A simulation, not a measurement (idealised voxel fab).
process module | voxel tone inversion
cross-section cut | 205 nm wide | cells 5 nm
A cross-section is a grid of square cells, given in bands from the top down. A band is one or more rows of cells.
Each band's line starts with the height of the band's top and of its bottom, in nm. Then come its materials from left to right, each with its width in nm. One material with "throughout" fills the band from edge to edge. "air" is empty space.
Height 0 is the level under which the wafer as received is all one material. The lowest band goes on downwards, as in "0 down".
A width such as "30 to 40" changes by the same amount from each row of cells to the next, from the band's top row to its bottom row.
"no change" after a step means that no cell of the cross-section changed.
closed voids: empty space of 8 cells or more with no open way to the top, each as width x height at its distance from the left edge, in nm
after a step's settings: what the simulator itself notes on the step
overlay nm, on a step with a mask: how far to the right of its planned place the mask lay; to the left if negative
Each pair below shows a cross-section before one step and the cross-section after it, down to the lowest band that changed. The line under each pair gives the step between them, with its settings. The pairs can come from different runs of this module on the same starting wafer, so a pair continues from the pair above only where its "before" says so.
before
  0 down: Si throughout
  closed voids: none
after
  10 to 0: SiN throughout
  below 0: unchanged
  closed voids: none
the step between: op CONFORMAL_DEP | material SiN | thk nm 10
before: the cross-section after the pair above
after
  25 to 10: polySi throughout
  below 10: unchanged
  closed voids: none
the step between: op DIRECTIONAL_DEP | material polySi | thk nm 15
before: the cross-section after the pair above
after
  45 to 25: air 40 | resist 20 | air 15 | resist 20 | air 15 | resist 20 | air 15 | resist 20 | air 40
  below 25: unchanged
  closed voids: none
the step between: op PATTERN | tone cover | mask id POSTS | material resist | width nm 20 | pitch nm 35 | thk nm 20 | overlay nm 0
before: the cross-section after the pair above
after
  45 to 25: air 40 | resist 20 | air 15 | resist 20 | air 15 | resist 20 | air 15 | resist 20 | air 40
  25 to 10: air 40 | polySi 20 | air 15 | polySi 20 | air 15 | polySi 20 | air 15 | polySi 20 | air 40
  below 10: unchanged
  closed voids: none
the step between: op DIRECTIONAL_ETCH | etch materials polySi | depth nm 15
before: the cross-section after the pair above
after
  25 to 10: air 40 | polySi 20 | air 15 | polySi 20 | air 15 | polySi 20 | air 15 | polySi 20 | air 40
  below 10: unchanged
  closed voids: none
the step between: op STRIP | etch materials resist
before: the cross-section after the pair above
after
  30 to 25: SiO2 throughout
  25 to 10: SiO2 40 | polySi 20 | SiO2 15 | polySi 20 | SiO2 15 | polySi 20 | SiO2 15 | polySi 20 | SiO2 40
  below 10: unchanged
  closed voids: none
the step between: op FILL_DEP | material SiO2 | thk nm 5
before: the cross-section after the pair above
after
  25 to 10: SiO2 40 | polySi 20 | SiO2 15 | polySi 20 | SiO2 15 | polySi 20 | SiO2 15 | polySi 20 | SiO2 40
  below 10: unchanged
  closed voids: none
the step between: op CMP | height nm 25
before: the cross-section after the pair above
after
  25 to 10: SiO2 40 | air 20 | SiO2 15 | air 20 | SiO2 15 | air 20 | SiO2 15 | air 20 | SiO2 40
  below 10: unchanged
  closed voids: none
the step between: op STRIP | etch materials polySi
before: the cross-section after the pair above
after
  30 to 25: TiN 45 | air 10 | TiN 25 | air 10 | TiN 25 | air 10 | TiN 25 | air 10 | TiN 45
  25 to 15: SiO2 40 | TiN 5 | air 10 | TiN 5 | SiO2 15 | TiN 5 | air 10 | TiN 5 | SiO2 15 | TiN 5 | air 10 | TiN 5 | SiO2 15 | TiN 5 | air 10 | TiN 5 | SiO2 40
  15 to 10: SiO2 40 | TiN 20 | SiO2 15 | TiN 20 | SiO2 15 | TiN 20 | SiO2 15 | TiN 20 | SiO2 40
  below 10: unchanged
  closed voids: none
the step between: op CONFORMAL_DEP | material TiN | thk nm 5
before: the cross-section after the pair above
after
  40 to 30: W throughout
  30 to 25: TiN 45 | W 10 | TiN 25 | W 10 | TiN 25 | W 10 | TiN 25 | W 10 | TiN 45
  25 to 15: SiO2 40 | TiN 5 | W 10 | TiN 5 | SiO2 15 | TiN 5 | W 10 | TiN 5 | SiO2 15 | TiN 5 | W 10 | TiN 5 | SiO2 15 | TiN 5 | W 10 | TiN 5 | SiO2 40
  below 15: unchanged
  closed voids: none
the step between: op FILL_DEP | material W | thk nm 10
before: the cross-section after the pair above
after
  25 to 15: SiO2 40 | TiN 5 | W 10 | TiN 5 | SiO2 15 | TiN 5 | W 10 | TiN 5 | SiO2 15 | TiN 5 | W 10 | TiN 5 | SiO2 15 | TiN 5 | W 10 | TiN 5 | SiO2 40
  below 15: unchanged
  closed voids: none
the step between: op CMP | height nm 25
before: the cross-section after the pair above
after
  30 to 25: SiCN throughout
  below 25: unchanged
  closed voids: none
the step between: op CONFORMAL_DEP | material SiCN | thk nm 5
before
  40 to 30: W throughout
  30 to 25: TiN 45 | W 10 | TiN 25 | W 10 | TiN 25 | W 10 | TiN 25 | W 10 | TiN 45
  25 to 15: SiO2 40 | TiN 5 | W 10 | TiN 5 | SiO2 15 | TiN 5 | W 10 | TiN 5 | SiO2 15 | TiN 5 | W 10 | TiN 5 | SiO2 15 | TiN 5 | W 10 | TiN 5 | SiO2 40
  15 to 10: SiO2 40 | TiN 20 | SiO2 15 | TiN 20 | SiO2 15 | TiN 20 | SiO2 15 | TiN 20 | SiO2 40
  10 to 0: SiN throughout
  0 down: Si throughout
  closed voids: none
after
  45 to 40: SiCN throughout
  below 40: unchanged
  closed voids: none
the step between: op CONFORMAL_DEP | material SiCN | thk nm 5
before
  0 down: Si throughout
  closed voids: none
after
  15 to 0: polySi throughout
  below 0: unchanged
  closed voids: none
the step between: op DIRECTIONAL_DEP | material polySi | thk nm 15
before: the cross-section after the pair above
after
  25 to 15: SiN throughout
  below 15: unchanged
  closed voids: none
the step between: op CONFORMAL_DEP | material SiN | thk nm 10
before: the cross-section after the pair above
after
  45 to 25: air 40 | resist 20 | air 15 | resist 20 | air 15 | resist 20 | air 15 | resist 20 | air 40
  below 25: unchanged
  closed voids: none
the step between: op PATTERN | tone cover | mask id POSTS | material resist | width nm 20 | pitch nm 35 | thk nm 20 | overlay nm 0
before: the cross-section after the pair above
after
  25 to 15: SiN throughout
  below 15: unchanged
  closed voids: none
the step between: op STRIP | etch materials resist
before: the cross-section after the pair above
after
  30 to 25: SiO2 throughout
  below 25: unchanged
  closed voids: none
the step between: op FILL_DEP | material SiO2 | thk nm 5
before: the cross-section after the pair above
after
  25 to 15: SiN throughout
  below 15: unchanged
  closed voids: none
the step between: op CMP | height nm 25
before: the cross-section after the pair above
after
  30 to 25: TiN throughout
  below 25: unchanged
  closed voids: none
the step between: op CONFORMAL_DEP | material TiN | thk nm 5
before: the cross-section after the pair above
after
  40 to 30: W throughout
  below 30: unchanged
  closed voids: none
the step between: op FILL_DEP | material W | thk nm 10
before: the cross-section after the pair above
after
  25 to 15: SiN throughout
  below 15: unchanged
  closed voids: none
the step between: op CMP | height nm 25
before: the cross-section after the pair above
after
  30 to 25: SiCN throughout
  below 25: unchanged
  closed voids: none
the step between: op CONFORMAL_DEP | material SiCN | thk nm 5
before
  40 to 30: W throughout
  30 to 25: TiN 45 | W 10 | TiN 25 | W 10 | TiN 25 | W 10 | TiN 25 | W 10 | TiN 45
  25 to 15: SiO2 40 | TiN 5 | W 10 | TiN 5 | SiO2 15 | TiN 5 | W 10 | TiN 5 | SiO2 15 | TiN 5 | W 10 | TiN 5 | SiO2 15 | TiN 5 | W 10 | TiN 5 | SiO2 40
  15 to 10: SiO2 40 | TiN 20 | SiO2 15 | TiN 20 | SiO2 15 | TiN 20 | SiO2 15 | TiN 20 | SiO2 40
  10 to 0: SiN throughout
  0 down: Si throughout
  closed voids: none
after
  15 to 10: SiO2 40 | TiN 20 | SiO2 15 | TiN 20 | SiO2 15 | TiN 20 | SiO2 15 | TiN 20 | SiO2 40
  below 10: unchanged
  closed voids: none
the step between: op CMP | height nm 15
before: the cross-section after the pair above
after
  20 to 15: SiCN throughout
  below 15: unchanged
  closed voids: none
the step between: op CONFORMAL_DEP | material SiCN | thk nm 5
before
  25 to 10: polySi throughout
  10 to 0: SiN throughout
  0 down: Si throughout
  closed voids: none
after
  45 to 25: air 45 | resist 15 | air 20 | resist 15 | air 20 | resist 15 | air 20 | resist 15 | air 40
  below 25: unchanged
  closed voids: none
the step between: op PATTERN | tone cover | mask id POSTS | material resist | width nm 15 | pitch nm 35 | thk nm 20 | overlay nm 0
before: the cross-section after the pair above
after
  45 to 25: air 45 | resist 15 | air 20 | resist 15 | air 20 | resist 15 | air 20 | resist 15 | air 40
  25 to 10: air 45 | polySi 15 | air 20 | polySi 15 | air 20 | polySi 15 | air 20 | polySi 15 | air 40
  below 10: unchanged
  closed voids: none
the step between: op DIRECTIONAL_ETCH | etch materials polySi | depth nm 15
before: the cross-section after the pair above
after
  25 to 10: air 45 | polySi 15 | air 20 | polySi 15 | air 20 | polySi 15 | air 20 | polySi 15 | air 40
  below 10: unchanged
  closed voids: none
the step between: op STRIP | etch materials resist
before: the cross-section after the pair above
after
  30 to 25: SiO2 throughout
  25 to 10: SiO2 45 | polySi 15 | SiO2 20 | polySi 15 | SiO2 20 | polySi 15 | SiO2 20 | polySi 15 | SiO2 40
  below 10: unchanged
  closed voids: none
the step between: op FILL_DEP | material SiO2 | thk nm 5
before: the cross-section after the pair above
after
  25 to 10: SiO2 45 | polySi 15 | SiO2 20 | polySi 15 | SiO2 20 | polySi 15 | SiO2 20 | polySi 15 | SiO2 40
  below 10: unchanged
  closed voids: none
the step between: op CMP | height nm 25
before: the cross-section after the pair above
after
  25 to 10: SiO2 45 | air 15 | SiO2 20 | air 15 | SiO2 20 | air 15 | SiO2 20 | air 15 | SiO2 40
  below 10: unchanged
  closed voids: none
the step between: op STRIP | etch materials polySi
before: the cross-section after the pair above
after
  30 to 25: TiN 50 | air 5 | TiN 30 | air 5 | TiN 30 | air 5 | TiN 30 | air 5 | TiN 45
  25 to 15: SiO2 45 | TiN 5 | air 5 | TiN 5 | SiO2 20 | TiN 5 | air 5 | TiN 5 | SiO2 20 | TiN 5 | air 5 | TiN 5 | SiO2 20 | TiN 5 | air 5 | TiN 5 | SiO2 40
  15 to 10: SiO2 45 | TiN 15 | SiO2 20 | TiN 15 | SiO2 20 | TiN 15 | SiO2 20 | TiN 15 | SiO2 40
  below 10: unchanged
  closed voids: none
the step between: op CONFORMAL_DEP | material TiN | thk nm 5
before: the cross-section after the pair above
after
  40 to 30: W throughout
  30 to 25: TiN 50 | W 5 | TiN 30 | W 5 | TiN 30 | W 5 | TiN 30 | W 5 | TiN 45
  25 to 15: SiO2 45 | TiN 5 | W 5 | TiN 5 | SiO2 20 | TiN 5 | W 5 | TiN 5 | SiO2 20 | TiN 5 | W 5 | TiN 5 | SiO2 20 | TiN 5 | W 5 | TiN 5 | SiO2 40
  below 15: unchanged
  closed voids: none
the step between: op FILL_DEP | material W | thk nm 10
before: the cross-section after the pair above
after
  25 to 15: SiO2 45 | TiN 5 | W 5 | TiN 5 | SiO2 20 | TiN 5 | W 5 | TiN 5 | SiO2 20 | TiN 5 | W 5 | TiN 5 | SiO2 20 | TiN 5 | W 5 | TiN 5 | SiO2 40
  below 15: unchanged
  closed voids: none
the step between: op CMP | height nm 25
before: the cross-section after the pair above
after
  30 to 25: SiCN throughout
  below 25: unchanged
  closed voids: none
the step between: op CONFORMAL_DEP | material SiCN | thk nm 5
before
  25 to 10: polySi throughout
  10 to 0: SiN throughout
  0 down: Si throughout
  closed voids: none
after
  45 to 25: air 35 | resist 20 | air 15 | resist 20 | air 15 | resist 20 | air 15 | resist 20 | air 45
  below 25: unchanged
  closed voids: none
the step between: op PATTERN | tone cover | mask id POSTS | material resist | width nm 20 | pitch nm 35 | thk nm 20 | overlay nm -5
before: the cross-section after the pair above
after
  45 to 25: air 35 | resist 20 | air 15 | resist 20 | air 15 | resist 20 | air 15 | resist 20 | air 45
  25 to 10: air 35 | polySi 20 | air 15 | polySi 20 | air 15 | polySi 20 | air 15 | polySi 20 | air 45
  below 10: unchanged
  closed voids: none
the step between: op DIRECTIONAL_ETCH | etch materials polySi | depth nm 15
before: the cross-section after the pair above
after
  25 to 10: air 35 | polySi 20 | air 15 | polySi 20 | air 15 | polySi 20 | air 15 | polySi 20 | air 45
  below 10: unchanged
  closed voids: none
the step between: op STRIP | etch materials resist
before: the cross-section after the pair above
after
  30 to 25: SiO2 throughout
  25 to 10: SiO2 35 | polySi 20 | SiO2 15 | polySi 20 | SiO2 15 | polySi 20 | SiO2 15 | polySi 20 | SiO2 45
  below 10: unchanged
  closed voids: none
the step between: op FILL_DEP | material SiO2 | thk nm 5
before: the cross-section after the pair above
after
  25 to 10: SiO2 35 | polySi 20 | SiO2 15 | polySi 20 | SiO2 15 | polySi 20 | SiO2 15 | polySi 20 | SiO2 45
  below 10: unchanged
  closed voids: none
the step between: op CMP | height nm 25
before: the cross-section after the pair above
after
  25 to 10: SiO2 35 | air 20 | SiO2 15 | air 20 | SiO2 15 | air 20 | SiO2 15 | air 20 | SiO2 45
  below 10: unchanged
  closed voids: none
the step between: op STRIP | etch materials polySi
before: the cross-section after the pair above
after
  30 to 25: TiN 40 | air 10 | TiN 25 | air 10 | TiN 25 | air 10 | TiN 25 | air 10 | TiN 50
  25 to 15: SiO2 35 | TiN 5 | air 10 | TiN 5 | SiO2 15 | TiN 5 | air 10 | TiN 5 | SiO2 15 | TiN 5 | air 10 | TiN 5 | SiO2 15 | TiN 5 | air 10 | TiN 5 | SiO2 45
  15 to 10: SiO2 35 | TiN 20 | SiO2 15 | TiN 20 | SiO2 15 | TiN 20 | SiO2 15 | TiN 20 | SiO2 45
  below 10: unchanged
  closed voids: none
the step between: op CONFORMAL_DEP | material TiN | thk nm 5
before: the cross-section after the pair above
after
  40 to 30: W throughout
  30 to 25: TiN 40 | W 10 | TiN 25 | W 10 | TiN 25 | W 10 | TiN 25 | W 10 | TiN 50
  25 to 15: SiO2 35 | TiN 5 | W 10 | TiN 5 | SiO2 15 | TiN 5 | W 10 | TiN 5 | SiO2 15 | TiN 5 | W 10 | TiN 5 | SiO2 15 | TiN 5 | W 10 | TiN 5 | SiO2 45
  below 15: unchanged
  closed voids: none
the step between: op FILL_DEP | material W | thk nm 10
before: the cross-section after the pair above
after
  25 to 15: SiO2 35 | TiN 5 | W 10 | TiN 5 | SiO2 15 | TiN 5 | W 10 | TiN 5 | SiO2 15 | TiN 5 | W 10 | TiN 5 | SiO2 15 | TiN 5 | W 10 | TiN 5 | SiO2 45
  below 15: unchanged
  closed voids: none
the step between: op CMP | height nm 25
before: the cross-section after the pair above
after
  30 to 25: SiCN throughout
  below 25: unchanged
  closed voids: none
the step between: op CONFORMAL_DEP | material SiCN | thk nm 5
before
  30 to 25: TiN 45 | air 10 | TiN 25 | air 10 | TiN 25 | air 10 | TiN 25 | air 10 | TiN 45
  25 to 15: SiO2 40 | TiN 5 | air 10 | TiN 5 | SiO2 15 | TiN 5 | air 10 | TiN 5 | SiO2 15 | TiN 5 | air 10 | TiN 5 | SiO2 15 | TiN 5 | air 10 | TiN 5 | SiO2 40
  15 to 10: SiO2 40 | TiN 20 | SiO2 15 | TiN 20 | SiO2 15 | TiN 20 | SiO2 15 | TiN 20 | SiO2 40
  10 to 0: SiN throughout
  0 down: Si throughout
  closed voids: none
after
  40 to 30: polySi throughout
  30 to 25: TiN 45 | polySi 10 | TiN 25 | polySi 10 | TiN 25 | polySi 10 | TiN 25 | polySi 10 | TiN 45
  25 to 15: SiO2 40 | TiN 5 | polySi 10 | TiN 5 | SiO2 15 | TiN 5 | polySi 10 | TiN 5 | SiO2 15 | TiN 5 | polySi 10 | TiN 5 | SiO2 15 | TiN 5 | polySi 10 | TiN 5 | SiO2 40
  below 15: unchanged
  closed voids: none
the step between: op FILL_DEP | material polySi | thk nm 10
before: the cross-section after the pair above
after
  25 to 15: SiO2 40 | TiN 5 | polySi 10 | TiN 5 | SiO2 15 | TiN 5 | polySi 10 | TiN 5 | SiO2 15 | TiN 5 | polySi 10 | TiN 5 | SiO2 15 | TiN 5 | polySi 10 | TiN 5 | SiO2 40
  below 15: unchanged
  closed voids: none
the step between: op CMP | height nm 25
before: the cross-section after the pair above
after
  30 to 25: SiCN throughout
  below 25: unchanged
  closed voids: none
the step between: op CONFORMAL_DEP | material SiCN | thk nm 5
before
  25 to 10: polySi throughout
  10 to 0: SiN throughout
  0 down: Si throughout
  closed voids: none
after
  45 to 25: resist 40 | air 20 | resist 15 | air 20 | resist 15 | air 20 | resist 15 | air 20 | resist 40
  below 25: unchanged
  closed voids: none
the step between: op PATTERN | tone open | mask id POSTS | material resist | width nm 20 | pitch nm 35 | thk nm 20 | overlay nm 0
before: the cross-section after the pair above
after
  45 to 25: resist 40 | air 20 | resist 15 | air 20 | resist 15 | air 20 | resist 15 | air 20 | resist 40
  25 to 10: polySi 40 | air 20 | polySi 15 | air 20 | polySi 15 | air 20 | polySi 15 | air 20 | polySi 40
  below 10: unchanged
  closed voids: none
the step between: op DIRECTIONAL_ETCH | etch materials polySi | depth nm 15
before: the cross-section after the pair above
after
  25 to 10: polySi 40 | air 20 | polySi 15 | air 20 | polySi 15 | air 20 | polySi 15 | air 20 | polySi 40
  below 10: unchanged
  closed voids: none
the step between: op STRIP | etch materials resist
before: the cross-section after the pair above
after
  30 to 25: SiO2 throughout
  25 to 10: polySi 40 | SiO2 20 | polySi 15 | SiO2 20 | polySi 15 | SiO2 20 | polySi 15 | SiO2 20 | polySi 40
  below 10: unchanged
  closed voids: none
the step between: op FILL_DEP | material SiO2 | thk nm 5
before: the cross-section after the pair above
after
  25 to 10: polySi 40 | SiO2 20 | polySi 15 | SiO2 20 | polySi 15 | SiO2 20 | polySi 15 | SiO2 20 | polySi 40
  below 10: unchanged
  closed voids: none
the step between: op CMP | height nm 25
before: the cross-section after the pair above
after
  25 to 10: air 40 | SiO2 20 | air 15 | SiO2 20 | air 15 | SiO2 20 | air 15 | SiO2 20 | air 40
  below 10: unchanged
  closed voids: none
the step between: op STRIP | etch materials polySi
before: the cross-section after the pair above
after
  30 to 25: air 35 | TiN 30 | air 5 | TiN 30 | air 5 | TiN 30 | air 5 | TiN 30 | air 35
  25 to 15: air 35 | TiN 5 | SiO2 20 | TiN 5 | air 5 | TiN 5 | SiO2 20 | TiN 5 | air 5 | TiN 5 | SiO2 20 | TiN 5 | air 5 | TiN 5 | SiO2 20 | TiN 5 | air 35
  15 to 10: TiN 40 | SiO2 20 | TiN 15 | SiO2 20 | TiN 15 | SiO2 20 | TiN 15 | SiO2 20 | TiN 40
  below 10: unchanged
  closed voids: none
the step between: op CONFORMAL_DEP | material TiN | thk nm 5
before: the cross-section after the pair above
after
  40 to 30: W throughout
  30 to 25: W 35 | TiN 30 | W 5 | TiN 30 | W 5 | TiN 30 | W 5 | TiN 30 | W 35
  25 to 15: W 35 | TiN 5 | SiO2 20 | TiN 5 | W 5 | TiN 5 | SiO2 20 | TiN 5 | W 5 | TiN 5 | SiO2 20 | TiN 5 | W 5 | TiN 5 | SiO2 20 | TiN 5 | W 35
  below 15: unchanged
  closed voids: none
the step between: op FILL_DEP | material W | thk nm 10
before: the cross-section after the pair above
after
  25 to 15: W 35 | TiN 5 | SiO2 20 | TiN 5 | W 5 | TiN 5 | SiO2 20 | TiN 5 | W 5 | TiN 5 | SiO2 20 | TiN 5 | W 5 | TiN 5 | SiO2 20 | TiN 5 | W 35
  below 15: unchanged
  closed voids: none
the step between: op CMP | height nm 25
before: the cross-section after the pair above
after
  30 to 25: SiCN throughout
  below 25: unchanged
  closed voids: none
the step between: op CONFORMAL_DEP | material SiCN | thk nm 5
